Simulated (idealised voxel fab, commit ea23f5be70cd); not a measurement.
The following is a process module called voxel fin reveal.
Xsec cut, 280 nm wide, square cell size 5 nm.
A cross-section is a grid of square cells, given in bands from the top down. A band is one or more rows of cells.
Top, bottom (nm), then materials left to right with widths (nm); lone material tagged "edge to edge" fills the whole band edge to edge; "empty" = empty space.
Height reference: 0 = level under which incoming wafer is all one material. Lowest band: no bottom, runs on downward, e.g. "from 0 down".
The notation "30->40" denotes a width that varies across the rows of cells in the band, beginning at the first number in the top row, finishing at the second number in the bottom row, and changing by an identical amount from each row to the next.
You'll sometimes find "no change occurred" written for a step, and that's the way of saying that nowhere in the cross-section did a cell change during that step.
For the entry "Non-vented voids", the listed items are empty spaces with no open way to the top whose size is 8 cells or more; each item follows the pattern width x height at distance, where distance is from the left edge and all three are in nm.
On a step's line, text after the settings is the simulator commenting on that step.
overlay nm: step with mask; distance mask lay right of planned place; negative value = left of planned place.

[Intended process steps]
| 1 | RECEIVE [material Si] |
| 2 | CONFORMAL_DEP [material SiN] [thk nm 5] |
| 3 | MASKED_ETCH [tone cover] [mask id FINS] [width nm 15] [pitch nm 40] [etch materials SiN] [depth nm 5] [overlay nm 0] |
| 4 | MASKED_ETCH [tone cover] [mask id FINS] [width nm 15] [pitch nm 40] [etch materials Si] [depth nm 35] [overlay nm 0] |
| 5 | OXIDIZE [depth nm 5] |
| 6 | FILL_DEP [material SiO2] [thk nm 15] |
| 7 | CMP [height nm 5] |
| 8 | SELECTIVE_ETCH [etch materials SiO2] [depth nm 30] |
| 9 | STRIP [etch materials SiN] |

[Incoming wafer, cross-sectional view, post step 1]
from 0 down = Si edge to edge
Non-vented voids: none

[Here's the cross-section of the first of our two wafers at the end of the module - it ran as planned]
from 0 to -25 = 95 empty  5 Si  35 empty  5 Si  35 empty  5 Si  100 empty
from -25 to -40 = 95 SiO2  5 Si  35 SiO2  5 Si  35 SiO2  5 Si  100 SiO2
from -40 down = Si edge to edge
Non-vented voids: none

[Cross-section at end of module for the second wafer of two, which matched the first in starting point and plan and differed by one mistake in its processing]
from 0 to -25 = 95 empty  5 Si  35 empty  5 Si  35 empty  5 Si  100 empty
from -25 to -30 = 60 SiO2  35 empty  5 Si  35 empty  5 Si  35 empty  5 Si  35 empty  65 SiO2
from -30 to -40 = 95 SiO2  5 Si  35 SiO2  5 Si  35 SiO2  5 Si  100 SiO2
from -40 down = Si edge to edge
Non-vented voids: none
Misprocessing identified: steps 8 and 9 swapped
Final tally in cells, some materials are higher or lower on the second wafer than on the first: -28 SiO2
